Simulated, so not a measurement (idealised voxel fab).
voxel self aligned contacts: a process module
Square cell edge 5 nm, section width 290 nm, ID cut.
How to read a cross-section here: the picture is a grid of square cells, written as bands going from the top down, and any band can span one or more rows of cells.
First you get the band's top height and its bottom height, in nm, and then the materials it's made of, left to right, with each width in nm. If you see a single material with "throughout", that one covers the band edge to edge. "blank" is empty space.
Measure heights from 0. That's the level where, below it, the as-received wafer is all one material. The lowest band is bottomless and extends downward; write it as in "0 -> down".
Think of "30 to 40" as a width that walks from the first number to the second as you go down the band, top row to bottom row, taking equal-sized steps from row to row.
A step reported as "nothing altered" is a step in which no cell of the cross-section changed.
The entry titled "Enclosed cavities" provides the empty spaces that have no open way to the top, restricted to those of 8 cells or more. Each is presented as width x height at distance, the distance being measured from the left edge, with all three in nm.
If you see something after the settings on a step's line, that's the simulator's own remark about that step.
overlay nm: step with mask; distance mask lay right of planned place; negative value = left of planned place.

Steps planned for the process:
step 1: RECEIVE with material Si
step 2: OXIDIZE with depth nm 5
step 3: DIRECTIONAL_DEP with material polySi, thk nm 20
step 4: DIRECTIONAL_DEP with material SiN, thk nm 20
step 5: DIRECTIONAL_DEP with material aC, thk nm 15
step 6: PATTERN with tone cover, mask id GATE, material resist, width nm 30, pitch nm 70, thk nm 30, overlay nm -15
step 7: DIRECTIONAL_ETCH with etch materials aC, depth nm 15
step 8: STRIP with etch materials resist
step 9: DIRECTIONAL_ETCH with etch materials SiN, depth nm 20
step 10: DIRECTIONAL_ETCH with etch materials polySi, depth nm 20
step 11: STRIP with etch materials aC
step 12: CONFORMAL_DEP with material SiN, thk nm 10
step 13: DIRECTIONAL_ETCH with etch materials SiN, depth nm 10
step 14: FILL_DEP with material SiO2, thk nm 20
step 15: CMP with height nm 50
step 16: DIRECTIONAL_DEP with material aC, thk nm 15
step 17: PATTERN with tone open, mask id CONTACT, material resist, width nm 50, thk nm 30, overlay nm 0
step 18: DIRECTIONAL_ETCH with etch materials aC, depth nm 15
step 19: STRIP with etch materials resist
step 20: DIRECTIONAL_ETCH with etch materials SiO2, depth nm 55
step 21: STRIP with etch materials aC
step 22: CONFORMAL_DEP with material TiN, thk nm 5
step 23: FILL_DEP with material Ru, thk nm 10
step 24: CMP with height nm 50
step 25: CONFORMAL_DEP with material SiN, thk nm 5
The wafers in this document start out alike and differ in the overlay nm applied at step 6; the plan shows the value used for the first wafer.

The first of several wafers as received, shown in cross-section; this is its state after step 1:
  0 -> down: Si throughout
  Enclosed cavities: none

Below, a row for every wafer. Read it as the end-of-module picture: for each material the wafer shows its cells gained (+) or lost (-) since it was received, and then its closed voids:
overlay nm -15; +26 Ru; -58 Si; +170 SiN; +422 SiO2; +30 TiN; +48 polySi; Enclosed cavities: none
overlay nm -10; +26 Ru; -58 Si; +170 SiN; +422 SiO2; +30 TiN; +48 polySi; Enclosed cavities: none
overlay nm -5; +26 Ru; -58 Si; +170 SiN; +422 SiO2; +30 TiN; +48 polySi; Enclosed cavities: none
overlay nm 0; +26 Ru; -58 Si; +170 SiN; +422 SiO2; +30 TiN; +48 polySi; Enclosed cavities: none
overlay nm 5; +26 Ru; -58 Si; +170 SiN; +422 SiO2; +30 TiN; +48 polySi; Enclosed cavities: none
overlay nm 10; +26 Ru; -58 Si; +170 SiN; +422 SiO2; +30 TiN; +48 polySi; Enclosed cavities: none
overlay nm 15; +26 Ru; -58 Si; +170 SiN; +422 SiO2; +30 TiN; +48 polySi; Enclosed cavities: none
